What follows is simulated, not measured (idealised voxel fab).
This section sets out a process module, namely voxel wiring stack.
We display cut, a cross-section 275 nm in width whose square cells are each 5 nm.
For the purposes of this document, a cross-section shall be understood as a grid of square cells, specified as bands listed in top-to-bottom order, each band consisting of one or more rows of cells.
Band: top and bottom heights (nm) first, top before bottom; then materials from left to right, widths in nm. "everywhere" marks a sole material filling the band edge to edge. "blank" denotes empty space.
Heads up on the height convention: 0 is the point under which the incoming wafer is all one material, and the lowest band has no bottom, it just keeps going down, like "top 0, no bottom".
The expression "30..40" gives the width at the extremes of the band, the first number at its top row of cells and the second at its bottom row, with the width changing by equal amounts from each row to the next in between.
"no modification" for a step: no cell of the cross-section changed in that step.
For the entry "Cavities, sealed", the listed items are empty spaces with no open way to the top whose size is 8 cells or more; each item follows the pattern width x height at distance, where distance is from the left edge and all three are in nm.
If you see something after the settings on a step's line, that's the simulator's own remark about that step.
A step line may carry the setting "overlay nm", which, for steps involving a mask, states the distance by which the mask lay to the right of its intended position; negative values denote displacement to the left.
Set out below are the planned steps of the process
1: op RECEIVE | material Si
2: op CONFORMAL_DEP | material SiO2 | thk nm 10
3: op DIRECTIONAL_DEP | material TiN | thk nm 5
4: op DIRECTIONAL_DEP | material W | thk nm 15
5: op DIRECTIONAL_DEP | material aC | thk nm 15
6: op PATTERN | tone cover | mask id METAL_1 | material resist | width nm 30 | pitch nm 55 | thk nm 30 | overlay nm 0
7: op DIRECTIONAL_ETCH | etch materials aC | depth nm 15
8: op STRIP | etch materials resist
9: op DIRECTIONAL_ETCH | etch materials W | depth nm 15
10: op DIRECTIONAL_ETCH | etch materials TiN | depth nm 5
11: op STRIP | etch materials aC
12: op CONFORMAL_DEP | material SiCN | thk nm 5
13: op FILL_DEP | material SiO2 | thk nm 10
14: op CMP | height nm 30
15: op CONFORMAL_DEP | material SiCN | thk nm 5
16: op DIRECTIONAL_DEP | material SiO2 | thk nm 20
17: op PATTERN | tone open | mask id PLUG_1 | material resist | width nm 15 | pitch nm 55 | thk nm 20 | overlay nm 0
18: op DIRECTIONAL_ETCH | etch materials SiO2 | depth nm 20
19: op DIRECTIONAL_ETCH | etch materials SiCN | depth nm 5
20: op STRIP | etch materials resist
21: op EPI | material Ru | thk nm 10
22: op EPI | material Ru | thk nm 10
23: op EPI | material Ru | thk nm 5
24: op DIRECTIONAL_DEP | material TiN | thk nm 5
25: op DIRECTIONAL_DEP | material Ru | thk nm 25
26: op DIRECTIONAL_DEP | material aC | thk nm 15
27: op PATTERN | tone cover | mask id METAL_2 | material resist | width nm 30 | pitch nm 55 | thk nm 35 | overlay nm 0
28: op DIRECTIONAL_ETCH | etch materials aC | depth nm 15
29: op STRIP | etch materials resist
30: op DIRECTIONAL_ETCH | etch materials Ru | depth nm 25
31: op DIRECTIONAL_ETCH | etch materials TiN | depth nm 5
32: op STRIP | etch materials aC
33: op FILL_DEP | material lowk | thk nm 5
34: op CMP | height nm 85
35: op CONFORMAL_DEP | material SiCN | thk nm 5
36: op DIRECTIONAL_DEP | material lowk | thk nm 20
37: op PATTERN | tone open | mask id PLUG_2 | material resist | width nm 15 | pitch nm 110 | thk nm 20 | overlay nm 0
38: op DIRECTIONAL_ETCH | etch materials lowk | depth nm 20
39: op DIRECTIONAL_ETCH | etch materials SiCN | depth nm 5
40: op STRIP | etch materials resist
41: op CONFORMAL_DEP | material TiN | thk nm 5
42: op FILL_DEP | material Ru | thk nm 10
43: op CMP | height nm 110
44: op DIRECTIONAL_DEP | material TiN | thk nm 5
45: op DIRECTIONAL_DEP | material Ru | thk nm 15
46: op PATTERN | tone cover | mask id METAL_3 | material resist | width nm 30 | pitch nm 55 | thk nm 20 | overlay nm 0
47: op DIRECTIONAL_ETCH | etch materials Ru | depth nm 15
48: op DIRECTIONAL_ETCH | etch materials TiN | depth nm 5
49: op STRIP | etch materials resist
50: op CONFORMAL_DEP | material SiN | thk nm 5
51: op FILL_DEP | material lowk | thk nm 10
52: op CMP | height nm 130
53: op CONFORMAL_DEP | material SiCN | thk nm 5
54: op DIRECTIONAL_DEP | material SiO2 | thk nm 30
55: op MASKED_ETCH | tone open | mask id METAL_4 | width nm 30 | pitch nm 55 | etch materials SiO2 | depth nm 20 | overlay nm 0
56: op MASKED_ETCH | tone open | mask id METAL_4_HOLES | width nm 15 | pitch nm 55 | etch materials SiO2 | depth nm 10 | overlay nm 0
57: op MASKED_ETCH | tone open | mask id METAL_4_HOLES | width nm 15 | pitch nm 55 | etch materials SiCN | depth nm 5 | overlay nm 0
58: op CONFORMAL_DEP | material TiN | thk nm 5
59: op FILL_DEP | material Cu | thk nm 5
60: op CMP | height nm 165
61: op CONFORMAL_DEP | material SiCN | thk nm 5
Incoming wafer, cross-sectional view, post step 1
    top 0, no bottom: Si everywhere
    Cavities, sealed: none
Starting wafer: above. Plan: above. Run: one mistake. Cross-section after the module: below
    top 170, bottom 165: SiCN everywhere
    top 165, bottom 150: 65 nm SiO2 | 5 nm TiN | 20 nm Cu | 5 nm TiN | 25 nm SiO2 | 5 nm TiN | 20 nm Cu | 5 nm TiN | 25 nm SiO2 | 5 nm TiN | 20 nm Cu | 5 nm TiN | 70 nm SiO2
    top 150, bottom 145: 65 nm SiO2 | 5 nm TiN | 5 nm Cu | 20 nm TiN | 25 nm SiO2 | 5 nm TiN | 5 nm Cu | 20 nm TiN | 25 nm SiO2 | 5 nm TiN | 5 nm Cu | 20 nm TiN | 70 nm SiO2
    top 145, bottom 135: 65 nm SiO2 | 5 nm TiN | 5 nm Cu | 5 nm TiN | 40 nm SiO2 | 5 nm TiN | 5 nm Cu | 5 nm TiN | 40 nm SiO2 | 5 nm TiN | 5 nm Cu | 5 nm TiN | 85 nm SiO2
    top 135, bottom 130: 65 nm SiCN | 15 nm TiN | 40 nm SiCN | 15 nm TiN | 40 nm SiCN | 15 nm TiN | 85 nm SiCN
    top 130, bottom 115: 60 nm lowk | 5 nm SiN | 30 nm Ru | 5 nm SiN | 15 nm lowk | 5 nm SiN | 30 nm Ru | 5 nm SiN | 15 nm lowk | 5 nm SiN | 30 nm Ru | 5 nm SiN | 65 nm lowk
    top 115, bottom 110: 65 nm SiN | 30 nm TiN | 25 nm SiN | 30 nm TiN | 25 nm SiN | 30 nm TiN | 70 nm SiN
    top 110, bottom 90: 65 nm lowk | 5 nm TiN | 5 nm Ru | 5 nm TiN | 95 nm lowk | 5 nm TiN | 5 nm Ru | 5 nm TiN | 85 nm lowk
    top 90, bottom 85: 65 nm SiCN | 15 nm TiN | 95 nm SiCN | 15 nm TiN | 85 nm SiCN
    top 85, bottom 70: 65 nm lowk | 30 nm Ru | 25 nm lowk | 30 nm Ru | 25 nm lowk | 30 nm Ru | 70 nm lowk
    top 70, bottom 65: 65 nm lowk | 25 nm TiN | 5 nm Ru | 25 nm lowk | 25 nm TiN | 5 nm Ru | 25 nm lowk | 25 nm TiN | 5 nm Ru | 70 nm lowk
    top 65, bottom 60: 55 nm lowk | 40 nm Ru | 15 nm lowk | 40 nm Ru | 15 nm lowk | 40 nm Ru | 70 nm lowk
    top 60, bottom 55: 55 nm lowk | 35 nm Ru | 5 nm TiN | 15 nm lowk | 35 nm Ru | 5 nm TiN | 15 nm lowk | 35 nm Ru | 5 nm TiN | 70 nm lowk
    top 55, bottom 35: 65 nm SiO2 | 15 nm Ru | 40 nm SiO2 | 15 nm Ru | 40 nm SiO2 | 15 nm Ru | 85 nm SiO2
    top 35, bottom 30: 65 nm SiCN | 15 nm Ru | 40 nm SiCN | 15 nm Ru | 40 nm SiCN | 15 nm Ru | 85 nm SiCN
    top 30, bottom 15: 60 nm SiO2 | 5 nm SiCN | 30 nm W | 5 nm SiCN | 15 nm SiO2 | 5 nm SiCN | 30 nm W | 5 nm SiCN | 15 nm SiO2 | 5 nm SiCN | 30 nm W | 5 nm SiCN | 65 nm SiO2
    top 15, bottom 10: 65 nm SiCN | 30 nm TiN | 25 nm SiCN | 30 nm TiN | 25 nm SiCN | 30 nm TiN | 70 nm SiCN
    top 10, bottom 0: SiO2 everywhere
    top 0, no bottom: Si everywhere
    Cavities, sealed: none
What was done differently from what was planned? one of steps 21 and 22 run twice (steps identical, which one unknown)
